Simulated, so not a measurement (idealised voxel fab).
This is a process module. Its name is voxel lift off.
The cross-section on display is named cut; it measures 245 nm wide, and its cells are 5 nm squares.
Square cells in a grid make up a cross-section in this document, and the grid is given as bands, listed from the top down, each one or more rows of cells.
Top height, bottom height, nm. Materials left to right, width each, nm. Single material + "edge to edge" = fills band edge to edge. "air" = empty.
Ref level 0: as-received wafer is one material below here. Bottom band extends down with no lower bound ("0 down").
Top row gets the first number, bottom row gets the second, and each row in between changes by the same step: that is how a band width like "30 to 40" works.
"all unchanged" for a step: no cell of the cross-section changed in that step.
Empty spaces without an open route to the top, at least 8 cells in extent, make up the entry "Closed cavities"; each is given as width x height at distance, where the distance is measured from the left edge, and all are in nm.
On each step's line, the part that comes after the settings is the simulator's own comment on the step.
On any step carrying a mask, the "overlay nm" setting, if present on the step's line, tells how far right of its planned place the mask lay; negative values point to the left.
### Steps in the process plan
| 1 | RECEIVE,material Si |
| 2 | CONFORMAL_DEP,material SiO2,thk nm 10 |
| 3 | PATTERN,tone open,mask id LINES,material resist,width nm 20,pitch nm 45,thk nm 30,overlay nm 0 |
| 4 | DIRECTIONAL_DEP,material Ru,thk nm 15 |
| 5 | STRIP,etch materials resist |
| 6 | CONFORMAL_DEP,material SiCN,thk nm 5 |
Keep in mind the plan's value for the width nm of step 3 comes from the first wafer; the wafers don't share that setting, but they do share the same starting point.
### This is how the first of several wafers looked in cross-section when it arrived, which is after step 1
	0 down = Si edge to edge
	Closed cavities: none
### Cross-sectional representation of the first of several wafers at the end of the module, i.e. after its terminal step, step 6
	30 to 25 = air (60) / SiCN (30) / air (15) / SiCN (30) / air (15) / SiCN (30) / air (65)
	25 to 15 = air (60) / SiCN (5) / Ru (20) / SiCN (5) / air (15) / SiCN (5) / Ru (20) / SiCN (5) / air (15) / SiCN (5) / Ru (20) / SiCN (5) / air (65)
	15 to 10 = SiCN (65) / Ru (20) / SiCN (25) / Ru (20) / SiCN (25) / Ru (20) / SiCN (70)
	10 to 0 = SiO2 edge to edge
	0 down = Si edge to edge
	Closed cavities: none
### X-section, last wafer, module end
	30 to 25 = air (55) / SiCN (40) / air (5) / SiCN (40) / air (5) / SiCN (40) / air (60)
	25 to 15 = air (55) / SiCN (5) / Ru (30) / SiCN (5) / air (5) / SiCN (5) / Ru (30) / SiCN (5) / air (5) / SiCN (5) / Ru (30) / SiCN (5) / air (60)
	15 to 10 = SiCN (60) / Ru (30) / SiCN (15) / Ru (30) / SiCN (15) / Ru (30) / SiCN (65)
	10 to 0 = SiO2 edge to edge
	0 down = Si edge to edge
	Closed cavities: none
### Every row in this table is a wafer at the end of the module, and it gives, for each of the materials, the cells that wafer has gained (+) or lost (-) since it was received, then its closed voids
width nm 20, +36 Ru, +67 SiCN, +98 SiO2, Closed cavities: none
width nm 25, +45 Ru, +67 SiCN, +98 SiO2, Closed cavities: none
width nm 30, +54 Ru, +67 SiCN, +98 SiO2, Closed cavities: none
